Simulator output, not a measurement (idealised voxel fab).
Proc. module: voxel wiring stack
Cross-section cut: width 235 nm, square cells of 5 nm.
A cross-section in this document is a grid of square cells, and it is written down as bands, the top band listed before the ones below it; a band is made up of one or more rows of cells.
Top, bottom (nm), then materials left to right with widths (nm); lone material tagged "everywhere" fills the whole band edge to edge; "air" = empty space.
Heights from 0 (as-received wafer is one material below). Bottom band endless downward, as "0 -> down".
The expression "30..40" gives the width at the extremes of the band, the first number at its top row of cells and the second at its bottom row, with the width changing by equal amounts from each row to the next in between.
Key: "stayed the same" - step with no changed cell in the cross-section.
"Cavities, sealed" contains a list of empty spaces, each no smaller than 8 cells and without an open way to the top, written in the form width x height at distance with the distance from the left edge and all three in nm.
Formally, on a step line, whatever follows the settings is a remark that the simulator itself makes on the step.
What "overlay nm" on a step's line means: if the step has a mask, that mask lay this far to the right of its planned place, or, when the value is negative, to the left.
The planned process steps are enumerated hereunder
- 1: op RECEIVE | material Si
- 2: op CONFORMAL_DEP | material SiO2 | thk nm 10
- 3: op CONFORMAL_DEP | material SiCN | thk nm 5
- 4: op DIRECTIONAL_DEP | material SiO2 | thk nm 25
- 5: op MASKED_ETCH | tone open | mask id METAL_1 | width nm 25 | pitch nm 45 | etch materials SiO2 | depth nm 25 | overlay nm 0
- 6: op MASKED_ETCH | tone open | mask id METAL_1 | width nm 25 | pitch nm 45 | etch materials SiCN | depth nm 5 | overlay nm 0
- 7: op CONFORMAL_DEP | material TiN | thk nm 5
- 8: op FILL_DEP | material Cu | thk nm 10
- 9: op CMP | height nm 40
- 10: op CONFORMAL_DEP | material SiCN | thk nm 5
- 11: op DIRECTIONAL_DEP | material lowk | thk nm 30
- 12: op DIRECTIONAL_DEP | material aC | thk nm 10
- 13: op PATTERN | tone open | mask id METAL_2_HOLES | material resist | width nm 15 | pitch nm 90 | thk nm 30 | overlay nm 0
- 14: op DIRECTIONAL_ETCH | etch materials aC | depth nm 10
- 15: op STRIP | etch materials resist
- 16: op DIRECTIONAL_ETCH | etch materials lowk | depth nm 30
- 17: op STRIP | etch materials aC
- 18: op MASKED_ETCH | tone open | mask id METAL_2 | width nm 25 | pitch nm 45 | etch materials lowk | depth nm 20 | overlay nm 0
- 19: op MASKED_ETCH | tone open | mask id METAL_2 | width nm 25 | pitch nm 45 | etch materials SiCN | depth nm 5 | overlay nm 0
- 20: op CONFORMAL_DEP | material TiN | thk nm 5
- 21: op FILL_DEP | material Cu | thk nm 5
- 22: op CMP | height nm 75
- 23: op CONFORMAL_DEP | material SiCN | thk nm 5
- 24: op DIRECTIONAL_DEP | material lowk | thk nm 20
- 25: op MASKED_ETCH | tone open | mask id PLUG_2 | width nm 15 | pitch nm 90 | etch materials lowk | depth nm 20 | overlay nm 0
- 26: op MASKED_ETCH | tone open | mask id PLUG_2 | width nm 15 | pitch nm 90 | etch materials SiCN | depth nm 5 | overlay nm 0
- 27: op EPI | material Ru | thk nm 10
- 28: op EPI | material Ru | thk nm 10
- 29: op EPI | material Ru | thk nm 5
- 30: op CONFORMAL_DEP | material SiN | thk nm 5
- 31: op DIRECTIONAL_DEP | material lowk | thk nm 15
- 32: op PATTERN | tone open | mask id METAL_3 | material resist | width nm 25 | pitch nm 45 | thk nm 20 | overlay nm 0
- 33: op DIRECTIONAL_ETCH | etch materials lowk | depth nm 15
- 34: op DIRECTIONAL_ETCH | etch materials SiN | depth nm 5
- 35: op STRIP | etch materials resist
- 36: op CONFORMAL_DEP | material TiN | thk nm 5
- 37: op FILL_DEP | material Cu | thk nm 10
- 38: op CMP | height nm 120
- 39: op EPI | material Ru | thk nm 5
- 40: op FILL_DEP | material SiCN | thk nm 5
- 41: op DIRECTIONAL_DEP | material SiO2 | thk nm 10
- 42: op PATTERN | tone open | mask id PLUG_3 | material resist | width nm 15 | pitch nm 45 | thk nm 15 | overlay nm 0
- 43: op DIRECTIONAL_ETCH | etch materials SiO2 | depth nm 10
- 44: op DIRECTIONAL_ETCH | etch materials SiCN | depth nm 5
- 45: op STRIP | etch materials resist
- 46: op EPI | material Ru | thk nm 10
- 47: op EPI | material Ru | thk nm 5
- 48: op CONFORMAL_DEP | material SiCN | thk nm 5
- 49: op DIRECTIONAL_DEP | material SiO2 | thk nm 20
- 50: op PATTERN | tone open | mask id METAL_4 | material resist | width nm 25 | pitch nm 45 | thk nm 15 | overlay nm 0
- 51: op DIRECTIONAL_ETCH | etch materials SiO2 | depth nm 20
- 52: op DIRECTIONAL_ETCH | etch materials SiCN | depth nm 5
- 53: op STRIP | etch materials resist
- 54: op CONFORMAL_DEP | material TiN | thk nm 5
- 55: op FILL_DEP | material W | thk nm 10
- 56: op CMP | height nm 165
- 57: op CONFORMAL_DEP | material SiCN | thk nm 5
This is the cross-section of the wafer as we received it, i.e. after step 1
    0 -> down  Si everywhere
    Cavities, sealed: none
Wafer cross-section at module end: first of two, run to plan
    170 -> 165  SiCN everywhere
    165 -> 145  60 nm SiO2, then 5 nm TiN, then 15 nm W, then 5 nm TiN, then 20 nm SiO2, then 5 nm TiN, then 15 nm W, then 5 nm TiN, then 20 nm SiO2, then 5 nm TiN, then 15 nm W, then 5 nm TiN, then 60 nm SiO2
    145 -> 140  60 nm SiCN, then 25 nm TiN, then 20 nm SiCN, then 25 nm TiN, then 20 nm SiCN, then 25 nm TiN, then 60 nm SiCN
    140 -> 130  60 nm SiO2, then 15 nm Ru, then 30 nm SiO2, then 15 nm Ru, then 30 nm SiO2, then 15 nm Ru, then 70 nm SiO2
    130 -> 120  60..55 nm SiCN, then 15..35 nm Ru, then 30..10 nm SiCN, then 15..35 nm Ru, then 30..10 nm SiCN, then 15..35 nm Ru, then 70..55 nm SiCN
    120 -> 105  60 nm lowk, then 5 nm TiN, then 15 nm Cu, then 5 nm TiN, then 20 nm lowk, then 5 nm TiN, then 15 nm Cu, then 5 nm TiN, then 20 nm lowk, then 5 nm TiN, then 15 nm Cu, then 5 nm TiN, then 60 nm lowk
    105 -> 100  60 nm SiN, then 25 nm TiN, then 20 nm SiN, then 25 nm TiN, then 20 nm SiN, then 25 nm TiN, then 60 nm SiN
    100 -> 80  60 nm lowk, then 15 nm Ru, then 75 nm lowk, then 15 nm Ru, then 70 nm lowk
    80 -> 75  60 nm SiCN, then 15 nm Ru, then 75 nm SiCN, then 15 nm Ru, then 70 nm SiCN
    75 -> 60  60 nm lowk, then 5 nm TiN, then 15 nm Cu, then 5 nm TiN, then 20 nm lowk, then 5 nm TiN, then 15 nm Cu, then 5 nm TiN, then 20 nm lowk, then 5 nm TiN, then 15 nm Cu, then 5 nm TiN, then 60 nm lowk
    60 -> 55  60 nm lowk, then 5 nm TiN, then 5 nm Cu, then 15 nm TiN, then 20 nm lowk, then 25 nm TiN, then 20 nm lowk, then 5 nm TiN, then 5 nm Cu, then 15 nm TiN, then 60 nm lowk
    55 -> 45  60 nm lowk, then 5 nm TiN, then 5 nm Cu, then 5 nm TiN, then 75 nm lowk, then 5 nm TiN, then 5 nm Cu, then 5 nm TiN, then 70 nm lowk
    45 -> 40  60 nm SiCN, then 15 nm TiN, then 75 nm SiCN, then 15 nm TiN, then 70 nm SiCN
    40 -> 15  60 nm SiO2, then 5 nm TiN, then 15 nm Cu, then 5 nm TiN, then 20 nm SiO2, then 5 nm TiN, then 15 nm Cu, then 5 nm TiN, then 20 nm SiO2, then 5 nm TiN, then 15 nm Cu, then 5 nm TiN, then 60 nm SiO2
    15 -> 10  60 nm SiCN, then 25 nm TiN, then 20 nm SiCN, then 25 nm TiN, then 20 nm SiCN, then 25 nm TiN, then 60 nm SiCN
    10 -> 0  SiO2 everywhere
    0 -> down  Si everywhere
    Cavities, sealed: none
Wafer two, sectioned after the module: the first wafer's start, the first wafer's plan, and one mistake in how it was run
    170 -> 165  SiCN everywhere
    165 -> 145  60 nm SiO2, then 5 nm TiN, then 15 nm W, then 5 nm TiN, then 20 nm SiO2, then 5 nm TiN, then 15 nm W, then 5 nm TiN, then 20 nm SiO2, then 5 nm TiN, then 15 nm W, then 5 nm TiN, then 60 nm SiO2
    145 -> 140  60 nm SiCN, then 25 nm TiN, then 20 nm SiCN, then 25 nm TiN, then 20 nm SiCN, then 25 nm TiN, then 60 nm SiCN
    140 -> 130  60 nm SiO2, then 15 nm Ru, then 30 nm SiO2, then 15 nm Ru, then 30 nm SiO2, then 15 nm Ru, then 70 nm SiO2
    130 -> 120  60..55 nm SiCN, then 15..35 nm Ru, then 30..10 nm SiCN, then 15..35 nm Ru, then 30..10 nm SiCN, then 15..35 nm Ru, then 70..55 nm SiCN
    120 -> 115  60 nm lowk, then 5 nm TiN, then 15 nm Cu, then 5 nm TiN, then 20 nm lowk, then 5 nm TiN, then 15 nm Cu, then 5 nm TiN, then 20 nm lowk, then 5 nm TiN, then 15 nm Cu, then 5 nm TiN, then 60 nm lowk
    115 -> 110  45 nm lowk, then 15 nm SiN, then 25 nm TiN, then 5 nm SiN, then 15 nm lowk, then 5 nm TiN, then 15 nm Cu, then 5 nm TiN, then 5 nm lowk, then 15 nm SiN, then 25 nm TiN, then 5 nm SiN, then 55 nm lowk
    110 -> 105  45 nm lowk, then 5 nm SiN, then 35 nm Ru, then 5 nm SiN, then 15 nm lowk, then 5 nm TiN, then 15 nm Cu, then 5 nm TiN, then 5 nm lowk, then 5 nm SiN, then 35 nm Ru, then 5 nm SiN, then 55 nm lowk
    105 -> 100  50 nm SiN, then 35 nm Ru, then 20 nm SiN, then 25 nm TiN, then 10 nm SiN, then 35 nm Ru, then 60 nm SiN
    100 -> 80  60 nm lowk, then 15 nm Ru, then 75 nm lowk, then 15 nm Ru, then 70 nm lowk
    80 -> 75  60 nm SiCN, then 15 nm Ru, then 75 nm SiCN, then 15 nm Ru, then 70 nm SiCN
    75 -> 60  60 nm lowk, then 5 nm TiN, then 15 nm Cu, then 5 nm TiN, then 20 nm lowk, then 5 nm TiN, then 15 nm Cu, then 5 nm TiN, then 20 nm lowk, then 5 nm TiN, then 15 nm Cu, then 5 nm TiN, then 60 nm lowk
    60 -> 55  60 nm lowk, then 5 nm TiN, then 5 nm Cu, then 15 nm TiN, then 20 nm lowk, then 25 nm TiN, then 20 nm lowk, then 5 nm TiN, then 5 nm Cu, then 15 nm TiN, then 60 nm lowk
    55 -> 45  60 nm lowk, then 5 nm TiN, then 5 nm Cu, then 5 nm TiN, then 75 nm lowk, then 5 nm TiN, then 5 nm Cu, then 5 nm TiN, then 70 nm lowk
    45 -> 40  60 nm SiCN, then 15 nm TiN, then 75 nm SiCN, then 15 nm TiN, then 70 nm SiCN
    40 -> 15  60 nm SiO2, then 5 nm TiN, then 15 nm Cu, then 5 nm TiN, then 20 nm SiO2, then 5 nm TiN, then 15 nm Cu, then 5 nm TiN, then 20 nm SiO2, then 5 nm TiN, then 15 nm Cu, then 5 nm TiN, then 60 nm SiO2
    15 -> 10  60 nm SiCN, then 25 nm TiN, then 20 nm SiCN, then 25 nm TiN, then 20 nm SiCN, then 25 nm TiN, then 60 nm SiCN
    10 -> 0  SiO2 everywhere
    0 -> down  Si everywhere
    Cavities, sealed: none
Run error: twice-run step: one of the identical 27 and 28, not identifiable
Wafer comparison, final, in cells, second relative to first, materials more or fewer: 12 fewer of Cu | 28 more of Ru | 8 more of SiN | 8 fewer of TiN | 16 fewer of lowk
